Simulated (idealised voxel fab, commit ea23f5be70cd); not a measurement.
process module | voxel capacitor over wiring
cross-section cut | 225 nm wide | cells 5 nm
A cross-section is a grid of square cells, given in bands from the top down. A band is one or more rows of cells.
Each band's line starts with the height of the band's top and of its bottom, in nm. Then come its materials from left to right, each with its width in nm. One material with "throughout" fills the band from edge to edge. "air" is empty space.
Height 0 is the level under which the wafer as received is all one material. The lowest band goes on downwards, as in "0 down".
A width such as "30 to 40" changes by the same amount from each row of cells to the next, from the band's top row to its bottom row.
"no change" after a step means that no cell of the cross-section changed.
closed voids: empty space of 8 cells or more with no open way to the top, each as width x height at its distance from the left edge, in nm
after a step's settings: what the simulator itself notes on the step
overlay nm, on a step with a mask: how far to the right of its planned place the mask lay; to the left if negative
plan
1 op RECEIVE | material Si
2 op CONFORMAL_DEP | material SiO2 | thk nm 10
3 op DIRECTIONAL_DEP | material TiN | thk nm 5
4 op DIRECTIONAL_DEP | material Ru | thk nm 20
5 op PATTERN | tone cover | mask id METAL_1 | material resist | width nm 20 | pitch nm 80 | thk nm 15 | overlay nm 0
6 op DIRECTIONAL_ETCH | etch materials Ru | depth nm 20
7 op DIRECTIONAL_ETCH | etch materials TiN | depth nm 5
8 op STRIP | etch materials resist
9 op FILL_DEP | material lowk | thk nm 10
10 op CMP | height nm 35
11 op CONFORMAL_DEP | material SiCN | thk nm 5
12 op DIRECTIONAL_DEP | material lowk | thk nm 20
13 op DIRECTIONAL_DEP | material aC | thk nm 15
14 op PATTERN | tone open | mask id PLUG_1 | material resist | width nm 15 | thk nm 35 | overlay nm 0
15 op DIRECTIONAL_ETCH | etch materials aC | depth nm 15
16 op STRIP | etch materials resist
17 op DIRECTIONAL_ETCH | etch materials lowk | depth nm 20
18 op DIRECTIONAL_ETCH | etch materials SiCN | depth nm 5
19 op STRIP | etch materials aC
20 op CONFORMAL_DEP | material TiN | thk nm 5
21 op FILL_DEP | material W | thk nm 10
22 op CMP | height nm 60
23 op DIRECTIONAL_DEP | material TiN | thk nm 5
24 op DIRECTIONAL_DEP | material Al2O3 | thk nm 5
25 op DIRECTIONAL_DEP | material TiN | thk nm 5
26 op MASKED_ETCH | tone cover | mask id UPPER_PLATE | width nm 65 | etch materials TiN | depth nm 5 | overlay nm 0
27 op MASKED_ETCH | tone cover | mask id UPPER_PLATE | width nm 65 | etch materials Al2O3 | depth nm 5 | overlay nm 0
28 op DIRECTIONAL_DEP | material aC | thk nm 15
29 op PATTERN | tone cover | mask id LOWER_PLATE | material resist | width nm 75 | thk nm 30 | overlay nm 0
30 op DIRECTIONAL_ETCH | etch materials aC | depth nm 15
31 op STRIP | etch materials resist
32 op DIRECTIONAL_ETCH | etch materials TiN | depth nm 5
33 op STRIP | etch materials aC
34 op FILL_DEP | material SiO2 | thk nm 20
35 op CMP | height nm 90
36 op DIRECTIONAL_DEP | material aC | thk nm 10
37 op PATTERN | tone open | mask id PLUG_2 | material resist | width nm 15 | thk nm 30 | overlay nm 0
38 op DIRECTIONAL_ETCH | etch materials aC | depth nm 10
39 op STRIP | etch materials resist
40 op DIRECTIONAL_ETCH | etch materials SiO2 | depth nm 15
41 op STRIP | etch materials aC
42 op CONFORMAL_DEP | material TiN | thk nm 5
43 op FILL_DEP | material Cu | thk nm 5
44 op CMP | height nm 90
45 op CONFORMAL_DEP | material SiCN | thk nm 5
first wafer, as planned
as received, after step 1
  0 down: Si throughout
  closed voids: none
after step 2
  10 to 0: SiO2 throughout
  below 0: unchanged
after step 3
  15 to 10: TiN throughout
  below 10: unchanged
after step 4
  35 to 15: Ru throughout
  below 15: unchanged
after step 5
  50 to 35: air 60 | resist 20 | air 60 | resist 20 | air 65
  below 35: unchanged
after step 6
  50 to 35: air 60 | resist 20 | air 60 | resist 20 | air 65
  35 to 15: air 60 | Ru 20 | air 60 | Ru 20 | air 65
  below 15: unchanged
after step 7
  50 to 35: air 60 | resist 20 | air 60 | resist 20 | air 65
  35 to 15: air 60 | Ru 20 | air 60 | Ru 20 | air 65
  15 to 10: air 60 | TiN 20 | air 60 | TiN 20 | air 65
  below 10: unchanged
after step 8
  35 to 15: air 60 | Ru 20 | air 60 | Ru 20 | air 65
  below 15: unchanged
after step 9
  45 to 35: lowk throughout
  35 to 15: lowk 60 | Ru 20 | lowk 60 | Ru 20 | lowk 65
  15 to 10: lowk 60 | TiN 20 | lowk 60 | TiN 20 | lowk 65
  below 10: unchanged
after step 10
  35 to 15: lowk 60 | Ru 20 | lowk 60 | Ru 20 | lowk 65
  below 15: unchanged
after step 11
  40 to 35: SiCN throughout
  below 35: unchanged
after step 12
  60 to 40: lowk throughout
  below 40: unchanged
after step 13
  75 to 60: aC throughout
  below 60: unchanged
after step 14
  110 to 75: resist 65 | air 15 | resist 145
  below 75: unchanged
after step 15
  95 to 75: resist 65 | air 15 | resist 145
  75 to 60: aC 65 | air 15 | aC 145
  below 60: unchanged
after step 16
  75 to 60: aC 65 | air 15 | aC 145
  below 60: unchanged
after step 17
  75 to 60: aC 65 | air 15 | aC 145
  60 to 40: lowk 65 | air 15 | lowk 145
  below 40: unchanged
after step 18
  75 to 60: aC 65 | air 15 | aC 145
  60 to 40: lowk 65 | air 15 | lowk 145
  40 to 35: SiCN 65 | air 15 | SiCN 145
  below 35: unchanged
after step 19
  60 to 40: lowk 65 | air 15 | lowk 145
  below 40: unchanged
after step 20
  65 to 60: TiN 70 | air 5 | TiN 150
  60 to 40: lowk 65 | TiN 5 | air 5 | TiN 5 | lowk 145
  40 to 35: SiCN 65 | TiN 15 | SiCN 145
  below 35: unchanged
after step 21
  75 to 65: W throughout
  65 to 60: TiN 70 | W 5 | TiN 150
  60 to 40: lowk 65 | TiN 5 | W 5 | TiN 5 | lowk 145
  below 40: unchanged
after step 22
  60 to 40: lowk 65 | TiN 5 | W 5 | TiN 5 | lowk 145
  below 40: unchanged
after step 23
  65 to 60: TiN throughout
  below 60: unchanged
after step 24
  70 to 65: Al2O3 throughout
  below 65: unchanged
after step 25
  75 to 70: TiN throughout
  below 70: unchanged
after step 26
  75 to 70: air 65 | TiN 65 | air 95
  below 70: unchanged
after step 27
  75 to 70: air 65 | TiN 65 | air 95
  70 to 65: air 65 | Al2O3 65 | air 95
  below 65: unchanged
after step 28
  90 to 80: air 65 | aC 65 | air 95
  80 to 75: aC throughout
  75 to 70: aC 65 | TiN 65 | aC 95
  70 to 65: aC 65 | Al2O3 65 | aC 95
  below 65: unchanged
after step 29
  120 to 90: air 60 | resist 75 | air 90
  90 to 80: air 60 | resist 5 | aC 65 | resist 5 | air 90
  below 80: unchanged
after step 30
  105 to 90: air 60 | resist 75 | air 90
  90 to 80: air 60 | resist 5 | aC 65 | resist 5 | air 90
  80 to 75: air 60 | aC 75 | air 90
  75 to 70: air 60 | aC 5 | TiN 65 | aC 5 | air 90
  70 to 65: air 60 | aC 5 | Al2O3 65 | aC 5 | air 90
  below 65: unchanged
after step 31
  90 to 80: air 65 | aC 65 | air 95
  below 80: unchanged
after step 32
  90 to 80: air 65 | aC 65 | air 95
  80 to 75: air 60 | aC 75 | air 90
  75 to 70: air 60 | aC 5 | TiN 65 | aC 5 | air 90
  70 to 65: air 60 | aC 5 | Al2O3 65 | aC 5 | air 90
  65 to 60: air 60 | TiN 75 | air 90
  below 60: unchanged
after step 33
  75 to 70: air 65 | TiN 65 | air 95
  70 to 65: air 65 | Al2O3 65 | air 95
  below 65: unchanged
after step 34
  95 to 75: SiO2 throughout
  75 to 70: SiO2 65 | TiN 65 | SiO2 95
  70 to 65: SiO2 65 | Al2O3 65 | SiO2 95
  65 to 60: SiO2 60 | TiN 75 | SiO2 90
  below 60: unchanged
after step 35
  90 to 75: SiO2 throughout
  below 75: unchanged
after step 36
  100 to 90: aC throughout
  below 90: unchanged
after step 37
  130 to 100: resist 75 | air 15 | resist 135
  below 100: unchanged
after step 38
  120 to 100: resist 75 | air 15 | resist 135
  100 to 90: aC 75 | air 15 | aC 135
  below 90: unchanged
after step 39
  100 to 90: aC 75 | air 15 | aC 135
  below 90: unchanged
after step 40
  100 to 90: aC 75 | air 15 | aC 135
  90 to 75: SiO2 75 | air 15 | SiO2 135
  below 75: unchanged
after step 41
  90 to 75: SiO2 75 | air 15 | SiO2 135
  below 75: unchanged
after step 42
  95 to 90: TiN 80 | air 5 | TiN 140
  90 to 80: SiO2 75 | TiN 5 | air 5 | TiN 5 | SiO2 135
  80 to 70: SiO2 75 to 65 | TiN 15 to 65 | SiO2 135 to 95
  below 70: unchanged
after step 43
  100 to 95: Cu throughout
  95 to 90: TiN 80 | Cu 5 | TiN 140
  90 to 80: SiO2 75 | TiN 5 | Cu 5 | TiN 5 | SiO2 135
  below 80: unchanged
after step 44
  90 to 80: SiO2 75 | TiN 5 | Cu 5 | TiN 5 | SiO2 135
  below 80: unchanged
after step 45
  95 to 90: SiCN throughout
  below 90: unchanged
second wafer: like start, like plan, one mistake. Through step 1 it matches the first wafer
when step 2 should have ended: no change
when step 3 should have ended
  5 to 0: TiN throughout
  below 0: unchanged
when step 4 should have ended
  25 to 5: Ru throughout
  below 5: unchanged
when step 5 should have ended
  40 to 25: air 60 | resist 20 | air 60 | resist 20 | air 65
  below 25: unchanged
when step 6 should have ended
  40 to 25: air 60 | resist 20 | air 60 | resist 20 | air 65
  25 to 5: air 60 | Ru 20 | air 60 | Ru 20 | air 65
  below 5: unchanged
when step 7 should have ended
  40 to 25: air 60 | resist 20 | air 60 | resist 20 | air 65
  25 to 5: air 60 | Ru 20 | air 60 | Ru 20 | air 65
  5 to 0: air 60 | TiN 20 | air 60 | TiN 20 | air 65
  below 0: unchanged
when step 8 should have ended
  25 to 5: air 60 | Ru 20 | air 60 | Ru 20 | air 65
  below 5: unchanged
when step 9 should have ended
  35 to 25: lowk throughout
  25 to 5: lowk 60 | Ru 20 | lowk 60 | Ru 20 | lowk 65
  5 to 0: lowk 60 | TiN 20 | lowk 60 | TiN 20 | lowk 65
  below 0: unchanged
when step 10 should have ended: no change
when step 11 should have ended
  40 to 35: SiCN throughout
  below 35: unchanged
when step 12 should have ended
  60 to 40: lowk throughout
  below 40: unchanged
when step 13 should have ended
  75 to 60: aC throughout
  below 60: unchanged
when step 14 should have ended
  110 to 75: resist 65 | air 15 | resist 145
  below 75: unchanged
when step 15 should have ended
  95 to 75: resist 65 | air 15 | resist 145
  75 to 60: aC 65 | air 15 | aC 145
  below 60: unchanged
when step 16 should have ended
  75 to 60: aC 65 | air 15 | aC 145
  below 60: unchanged
when step 17 should have ended
  75 to 60: aC 65 | air 15 | aC 145
  60 to 40: lowk 65 | air 15 | lowk 145
  below 40: unchanged
when step 18 should have ended
  75 to 60: aC 65 | air 15 | aC 145
  60 to 40: lowk 65 | air 15 | lowk 145
  40 to 35: SiCN 65 | air 15 | SiCN 145
  below 35: unchanged
when step 19 should have ended
  60 to 40: lowk 65 | air 15 | lowk 145
  below 40: unchanged
when step 20 should have ended
  65 to 60: TiN 70 | air 5 | TiN 150
  60 to 40: lowk 65 | TiN 5 | air 5 | TiN 5 | lowk 145
  40 to 35: SiCN 65 | TiN 15 | SiCN 145
  below 35: unchanged
when step 21 should have ended
  75 to 65: W throughout
  65 to 60: TiN 70 | W 5 | TiN 150
  60 to 40: lowk 65 | TiN 5 | W 5 | TiN 5 | lowk 145
  below 40: unchanged
when step 22 should have ended
  60 to 40: lowk 65 | TiN 5 | W 5 | TiN 5 | lowk 145
  below 40: unchanged
when step 23 should have ended
  65 to 60: TiN throughout
  below 60: unchanged
when step 24 should have ended
  70 to 65: Al2O3 throughout
  below 65: unchanged
when step 25 should have ended
  75 to 70: TiN throughout
  below 70: unchanged
when step 26 should have ended
  75 to 70: air 65 | TiN 65 | air 95
  below 70: unchanged
when step 27 should have ended
  75 to 70: air 65 | TiN 65 | air 95
  70 to 65: air 65 | Al2O3 65 | air 95
  below 65: unchanged
when step 28 should have ended
  90 to 80: air 65 | aC 65 | air 95
  80 to 75: aC throughout
  75 to 70: aC 65 | TiN 65 | aC 95
  70 to 65: aC 65 | Al2O3 65 | aC 95
  below 65: unchanged
when step 29 should have ended
  120 to 90: air 60 | resist 75 | air 90
  90 to 80: air 60 | resist 5 | aC 65 | resist 5 | air 90
  below 80: unchanged
when step 30 should have ended
  105 to 90: air 60 | resist 75 | air 90
  90 to 80: air 60 | resist 5 | aC 65 | resist 5 | air 90
  80 to 75: air 60 | aC 75 | air 90
  75 to 70: air 60 | aC 5 | TiN 65 | aC 5 | air 90
  70 to 65: air 60 | aC 5 | Al2O3 65 | aC 5 | air 90
  below 65: unchanged
when step 31 should have ended
  90 to 80: air 65 | aC 65 | air 95
  below 80: unchanged
when step 32 should have ended
  90 to 80: air 65 | aC 65 | air 95
  80 to 75: air 60 | aC 75 | air 90
  75 to 70: air 60 | aC 5 | TiN 65 | aC 5 | air 90
  70 to 65: air 60 | aC 5 | Al2O3 65 | aC 5 | air 90
  65 to 60: air 60 | TiN 75 | air 90
  below 60: unchanged
when step 33 should have ended
  75 to 70: air 65 | TiN 65 | air 95
  70 to 65: air 65 | Al2O3 65 | air 95
  below 65: unchanged
when step 34 should have ended
  95 to 75: SiO2 throughout
  75 to 70: SiO2 65 | TiN 65 | SiO2 95
  70 to 65: SiO2 65 | Al2O3 65 | SiO2 95
  65 to 60: SiO2 60 | TiN 75 | SiO2 90
  below 60: unchanged
when step 35 should have ended
  90 to 75: SiO2 throughout
  below 75: unchanged
when step 36 should have ended
  100 to 90: aC throughout
  below 90: unchanged
when step 37 should have ended
  130 to 100: resist 75 | air 15 | resist 135
  below 100: unchanged
when step 38 should have ended
  120 to 100: resist 75 | air 15 | resist 135
  100 to 90: aC 75 | air 15 | aC 135
  below 90: unchanged
when step 39 should have ended
  100 to 90: aC 75 | air 15 | aC 135
  below 90: unchanged
when step 40 should have ended
  100 to 90: aC 75 | air 15 | aC 135
  90 to 75: SiO2 75 | air 15 | SiO2 135
  below 75: unchanged
when step 41 should have ended
  90 to 75: SiO2 75 | air 15 | SiO2 135
  below 75: unchanged
when step 42 should have ended
  95 to 90: TiN 80 | air 5 | TiN 140
  90 to 80: SiO2 75 | TiN 5 | air 5 | TiN 5 | SiO2 135
  80 to 70: SiO2 75 to 65 | TiN 15 to 65 | SiO2 135 to 95
  below 70: unchanged
when step 43 should have ended
  100 to 95: Cu throughout
  95 to 90: TiN 80 | Cu 5 | TiN 140
  90 to 80: SiO2 75 | TiN 5 | Cu 5 | TiN 5 | SiO2 135
  below 80: unchanged
when step 44 should have ended
  90 to 80: SiO2 75 | TiN 5 | Cu 5 | TiN 5 | SiO2 135
  below 80: unchanged
when step 45 should have ended
  95 to 90: SiCN throughout
  below 90: unchanged
what went wrong: step 2 was left out
at the end the second wafer has, in cells: 90 fewer of SiO2 | 90 more of lowk
